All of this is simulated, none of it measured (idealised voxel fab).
The following process module bears the name voxel gate over fins.
Each square cell in cross-section cut measures 5 nm, and the section as a whole is 215 nm wide.
For the purposes of this document, a cross-section shall be understood as a grid of square cells, specified as bands listed in top-to-bottom order, each band consisting of one or more rows of cells.
For a band, the entry starts with two heights in nm, that of the top and then that of the bottom, and carries on with the band's materials in order from left to right, each alongside its width in nm; the word "full width" beside a single material means it fills the band edge to edge, and "blank" means empty space.
Measure heights from 0. That's the level where, below it, the as-received wafer is all one material. The lowest band is bottomless and extends downward; write it as in "0 -> down".
Width: "30..40" (first number = top row, second number = bottom row, same change from row to row of cells).
"no alterations made" for a step: no cell of the cross-section changed in that step.
"Cavities, closed" specifies each empty space that is not open to the top and that occupies no fewer than 8 cells, using the form width x height at distance, the distance measured from the left edge and all three quantities in nm.
Heads up: the bit after the settings on a step's line is the simulator's remark on that step.
overlay nm: step with mask; distance mask lay right of planned place; negative value = left of planned place.

**The process steps that were planned are listed below**
| 1 | RECEIVE, material Si |
| 2 | CONFORMAL_DEP, material SiN, thk nm 5 |
| 3 | MASKED_ETCH, tone cover, mask id FINS, width nm 15, pitch nm 60, etch materials SiN, depth nm 5, overlay nm 0 |
| 4 | MASKED_ETCH, tone cover, mask id FINS, width nm 15, pitch nm 60, etch materials Si, depth nm 30, overlay nm 0 |
| 5 | FILL_DEP, material SiO2, thk nm 5 |
| 6 | CMP, height nm 5 |
| 7 | MASKED_ETCH, tone open, mask id RAIL, width nm 15, etch materials SiO2, depth nm 30, overlay nm 0 |
| 8 | CONFORMAL_DEP, material TiN, thk nm 5 |
| 9 | FILL_DEP, material W, thk nm 5 |
| 10 | CMP, height nm 5 |
| 11 | SELECTIVE_ETCH, etch materials W Ru TiN, depth nm 25 |
| 12 | FILL_DEP, material SiO2, thk nm 5 |
| 13 | CMP, height nm 5 |
| 14 | SELECTIVE_ETCH, etch materials SiO2, depth nm 15 |
| 15 | STRIP, etch materials SiN |
| 16 | CONFORMAL_DEP, material HfO2, thk nm 5 |
| 17 | CONFORMAL_DEP, material TiN, thk nm 5 |
| 18 | CONFORMAL_DEP, material TiAl, thk nm 5 |
| 19 | CONFORMAL_DEP, material TiN, thk nm 5 |
| 20 | FILL_DEP, material W, thk nm 10 |
| 21 | CMP, height nm 25 |
| 22 | CONFORMAL_DEP, material SiN, thk nm 5 |

**First out of two wafers; run went to plan**

**Cross-section of the wafer at receipt, which is the condition after step 1**
	0 -> down  Si full width
	Cavities, closed: none

**Presented here is a cross-section of the wafer after step 2 has been performed**
	5 -> 0  SiN full width
	Unchanged below 0.

**Presented here is a cross-section of the wafer after step 3 has been performed**
	5 -> 0  blank=70, then SiN=15, then blank=45, then SiN=15, then blank=70
	Unchanged below 0.

**Presented here is a cross-section of the wafer after step 4 has been performed**
	5 -> 0  blank=70, then SiN=15, then blank=45, then SiN=15, then blank=70
	0 -> -30  blank=70, then Si=15, then blank=45, then Si=15, then blank=70
	Unchanged below -30.

**Presented here is a cross-section of the wafer after step 5 has been performed**
	10 -> 5  SiO2 full width
	5 -> 0  SiO2=70, then SiN=15, then SiO2=45, then SiN=15, then SiO2=70
	0 -> -30  SiO2=70, then Si=15, then SiO2=45, then Si=15, then SiO2=70
	Unchanged below -30.

**Presented here is a cross-section of the wafer after step 6 has been performed**
	5 -> 0  SiO2=70, then SiN=15, then SiO2=45, then SiN=15, then SiO2=70
	Unchanged below 0.

**Presented here is a cross-section of the wafer after step 7 has been performed**
	5 -> 0  SiO2=70, then SiN=15, then SiO2=15, then blank=15, then SiO2=15, then SiN=15, then SiO2=70
	0 -> -25  SiO2=70, then Si=15, then SiO2=15, then blank=15, then SiO2=15, then Si=15, then SiO2=70
	Unchanged below -25.

**Presented here is a cross-section of the wafer after step 8 has been performed**
	10 -> 5  TiN=105, then blank=5, then TiN=105
	5 -> 0  SiO2=70, then SiN=15, then SiO2=15, then TiN=5, then blank=5, then TiN=5, then SiO2=15, then SiN=15, then SiO2=70
	0 -> -20  SiO2=70, then Si=15, then SiO2=15, then TiN=5, then blank=5, then TiN=5, then SiO2=15, then Si=15, then SiO2=70
	-20 -> -25  SiO2=70, then Si=15, then SiO2=15, then TiN=15, then SiO2=15, then Si=15, then SiO2=70
	Unchanged below -25.

**Presented here is a cross-section of the wafer after step 9 has been performed**
	15 -> 10  W full width
	10 -> 5  TiN=105, then W=5, then TiN=105
	5 -> 0  SiO2=70, then SiN=15, then SiO2=15, then TiN=5, then W=5, then TiN=5, then SiO2=15, then SiN=15, then SiO2=70
	0 -> -20  SiO2=70, then Si=15, then SiO2=15, then TiN=5, then W=5, then TiN=5, then SiO2=15, then Si=15, then SiO2=70
	Unchanged below -20.

**Presented here is a cross-section of the wafer after step 10 has been performed**
	5 -> 0  SiO2=70, then SiN=15, then SiO2=15, then TiN=5, then W=5, then TiN=5, then SiO2=15, then SiN=15, then SiO2=70
	Unchanged below 0.

**Presented here is a cross-section of the wafer after step 11 has been performed**
	5 -> 0  SiO2=70, then SiN=15, then SiO2=15, then blank=15, then SiO2=15, then SiN=15, then SiO2=70
	0 -> -20  SiO2=70, then Si=15, then SiO2=15, then blank=15, then SiO2=15, then Si=15, then SiO2=70
	Unchanged below -20.

**Presented here is a cross-section of the wafer after step 12 has been performed**
	10 -> 5  SiO2 full width
	5 -> 0  SiO2=70, then SiN=15, then SiO2=45, then SiN=15, then SiO2=70
	0 -> -20  SiO2=70, then Si=15, then SiO2=45, then Si=15, then SiO2=70
	Unchanged below -20.

**Presented here is a cross-section of the wafer after step 13 has been performed**
	5 -> 0  SiO2=70, then SiN=15, then SiO2=45, then SiN=15, then SiO2=70
	Unchanged below 0.

**Presented here is a cross-section of the wafer after step 14 has been performed**
	5 -> 0  blank=70, then SiN=15, then blank=45, then SiN=15, then blank=70
	0 -> -10  blank=70, then Si=15, then blank=45, then Si=15, then blank=70
	Unchanged below -10.

**Presented here is a cross-section of the wafer after step 15 has been performed**
	0 -> -10  blank=70, then Si=15, then blank=45, then Si=15, then blank=70
	Unchanged below -10.

**Presented here is a cross-section of the wafer after step 16 has been performed**
	5 -> 0  blank=65, then HfO2=25, then blank=35, then HfO2=25, then blank=65
	0 -> -5  blank=65, then HfO2=5, then Si=15, then HfO2=5, then blank=35, then HfO2=5, then Si=15, then HfO2=5, then blank=65
	-5 -> -10  HfO2=70, then Si=15, then HfO2=45, then Si=15, then HfO2=70
	Unchanged below -10.

**Presented here is a cross-section of the wafer after step 17 has been performed**
	10 -> 5  blank=60, then TiN=35, then blank=25, then TiN=35, then blank=60
	5 -> 0  blank=60, then TiN=5, then HfO2=25, then TiN=5, then blank=25, then TiN=5, then HfO2=25, then TiN=5, then blank=60
	0 -> -5  TiN=65, then HfO2=5, then Si=15, then HfO2=5, then TiN=35, then HfO2=5, then Si=15, then HfO2=5, then TiN=65
	Unchanged below -5.

**Presented here is a cross-section of the wafer after step 18 has been performed**
	15 -> 10  blank=55, then TiAl=45, then blank=15, then TiAl=45, then blank=55
	10 -> 5  blank=55, then TiAl=5, then TiN=35, then TiAl=5, then blank=15, then TiAl=5, then TiN=35, then TiAl=5, then blank=55
	5 -> 0  TiAl=60, then TiN=5, then HfO2=25, then TiN=5, then TiAl=25, then TiN=5, then HfO2=25, then TiN=5, then TiAl=60
	Unchanged below 0.

**Presented here is a cross-section of the wafer after step 19 has been performed**
	20 -> 15  blank=50, then TiN=55, then blank=5, then TiN=55, then blank=50
	15 -> 10  blank=50, then TiN=5, then TiAl=45, then TiN=5, then blank=5, then TiN=5, then TiAl=45, then TiN=5, then blank=50
	10 -> 5  TiN=55, then TiAl=5, then TiN=35, then TiAl=5, then TiN=15, then TiAl=5, then TiN=35, then TiAl=5, then TiN=55
	Unchanged below 5.

**Presented here is a cross-section of the wafer after step 20 has been performed**
	30 -> 20  W full width
	20 -> 15  W=50, then TiN=55, then W=5, then TiN=55, then W=50
	15 -> 10  W=50, then TiN=5, then TiAl=45, then TiN=5, then W=5, then TiN=5, then TiAl=45, then TiN=5, then W=50
	Unchanged below 10.

**Presented here is a cross-section of the wafer after step 21 has been performed**
	25 -> 20  W full width
	Unchanged below 20.

**Presented here is a cross-section of the wafer after step 22 has been performed**
	30 -> 25  SiN full width
	Unchanged below 25.

**Second wafer. Start and plan as for the first. One mistake made in running. Agrees with the first up to and including step 6**

**X-section, second wafer, when step 7 was due to finish**
	5 -> 0  SiO2=70, then SiN=15, then SiO2=25, then blank=15, then SiO2=5, then SiN=15, then SiO2=70
	0 -> -25  SiO2=70, then Si=15, then SiO2=25, then blank=15, then SiO2=5, then Si=15, then SiO2=70
	Unchanged below -25.

**X-section, second wafer, when step 8 was due to finish**
	10 -> 5  TiN=115, then blank=5, then TiN=95
	5 -> 0  SiO2=70, then SiN=15, then SiO2=25, then TiN=5, then blank=5, then TiN=5, then SiO2=5, then SiN=15, then SiO2=70
	0 -> -20  SiO2=70, then Si=15, then SiO2=25, then TiN=5, then blank=5, then TiN=5, then SiO2=5, then Si=15, then SiO2=70
	-20 -> -25  SiO2=70, then Si=15, then SiO2=25, then TiN=15, then SiO2=5, then Si=15, then SiO2=70
	Unchanged below -25.

**X-section, second wafer, when step 9 was due to finish**
	15 -> 10  W full width
	10 -> 5  TiN=115, then W=5, then TiN=95
	5 -> 0  SiO2=70, then SiN=15, then SiO2=25, then TiN=5, then W=5, then TiN=5, then SiO2=5, then SiN=15, then SiO2=70
	0 -> -20  SiO2=70, then Si=15, then SiO2=25, then TiN=5, then W=5, then TiN=5, then SiO2=5, then Si=15, then SiO2=70
	Unchanged below -20.

**X-section, second wafer, when step 10 was due to finish**
	5 -> 0  SiO2=70, then SiN=15, then SiO2=25, then TiN=5, then W=5, then TiN=5, then SiO2=5, then SiN=15, then SiO2=70
	Unchanged below 0.

**X-section, second wafer, when step 11 was due to finish**
	5 -> 0  SiO2=70, then SiN=15, then SiO2=25, then blank=15, then SiO2=5, then SiN=15, then SiO2=70
	0 -> -20  SiO2=70, then Si=15, then SiO2=25, then blank=15, then SiO2=5, then Si=15, then SiO2=70
	Unchanged below -20.

**X-section, second wafer, when step 12 was due to finish**
	10 -> 5  SiO2 full width
	5 -> 0  SiO2=70, then SiN=15, then SiO2=45, then SiN=15, then SiO2=70
	0 -> -20  SiO2=70, then Si=15, then SiO2=45, then Si=15, then SiO2=70
	Unchanged below -20.

**X-section, second wafer, when step 13 was due to finish**
	5 -> 0  SiO2=70, then SiN=15, then SiO2=45, then SiN=15, then SiO2=70
	Unchanged below 0.

**X-section, second wafer, when step 14 was due to finish**
	5 -> 0  blank=70, then SiN=15, then blank=45, then SiN=15, then blank=70
	0 -> -10  blank=70, then Si=15, then blank=45, then Si=15, then blank=70
	Unchanged below -10.

**X-section, second wafer, when step 15 was due to finish**
	0 -> -10  blank=70, then Si=15, then blank=45, then Si=15, then blank=70
	Unchanged below -10.

**X-section, second wafer, when step 16 was due to finish**
	5 -> 0  blank=65, then HfO2=25, then blank=35, then HfO2=25, then blank=65
	0 -> -5  blank=65, then HfO2=5, then Si=15, then HfO2=5, then blank=35, then HfO2=5, then Si=15, then HfO2=5, then blank=65
	-5 -> -10  HfO2=70, then Si=15, then HfO2=45, then Si=15, then HfO2=70
	Unchanged below -10.

**X-section, second wafer, when step 17 was due to finish**
	10 -> 5  blank=60, then TiN=35, then blank=25, then TiN=35, then blank=60
	5 -> 0  blank=60, then TiN=5, then HfO2=25, then TiN=5, then blank=25, then TiN=5, then HfO2=25, then TiN=5, then blank=60
	0 -> -5  TiN=65, then HfO2=5, then Si=15, then HfO2=5, then TiN=35, then HfO2=5, then Si=15, then HfO2=5, then TiN=65
	Unchanged below -5.

**X-section, second wafer, when step 18 was due to finish**
	15 -> 10  blank=55, then TiAl=45, then blank=15, then TiAl=45, then blank=55
	10 -> 5  blank=55, then TiAl=5, then TiN=35, then TiAl=5, then blank=15, then TiAl=5, then TiN=35, then TiAl=5, then blank=55
	5 -> 0  TiAl=60, then TiN=5, then HfO2=25, then TiN=5, then TiAl=25, then TiN=5, then HfO2=25, then TiN=5, then TiAl=60
	Unchanged below 0.

**X-section, second wafer, when step 19 was due to finish**
	20 -> 15  blank=50, then TiN=55, then blank=5, then TiN=55, then blank=50
	15 -> 10  blank=50, then TiN=5, then TiAl=45, then TiN=5, then blank=5, then TiN=5, then TiAl=45, then TiN=5, then blank=50
	10 -> 5  TiN=55, then TiAl=5, then TiN=35, then TiAl=5, then TiN=15, then TiAl=5, then TiN=35, then TiAl=5, then TiN=55
	Unchanged below 5.

**X-section, second wafer, when step 20 was due to finish**
	30 -> 20  W full width
	20 -> 15  W=50, then TiN=55, then W=5, then TiN=55, then W=50
	15 -> 10  W=50, then TiN=5, then TiAl=45, then TiN=5, then W=5, then TiN=5, then TiAl=45, then TiN=5, then W=50
	Unchanged below 10.

**X-section, second wafer, when step 21 was due to finish**
	25 -> 20  W full width
	Unchanged below 20.

**X-section, second wafer, when step 22 was due to finish**
	30 -> 25  SiN full width
	Unchanged below 25.
Where did the run depart from the plan? step 7 ran as: MASKED_ETCH, tone open, mask id RAIL, width nm 15, etch materials SiO2, depth nm 30, overlay nm 10
The concluding comparison shows that, measured in cells, each material is equally abundant on both wafers, albeit at different positions.
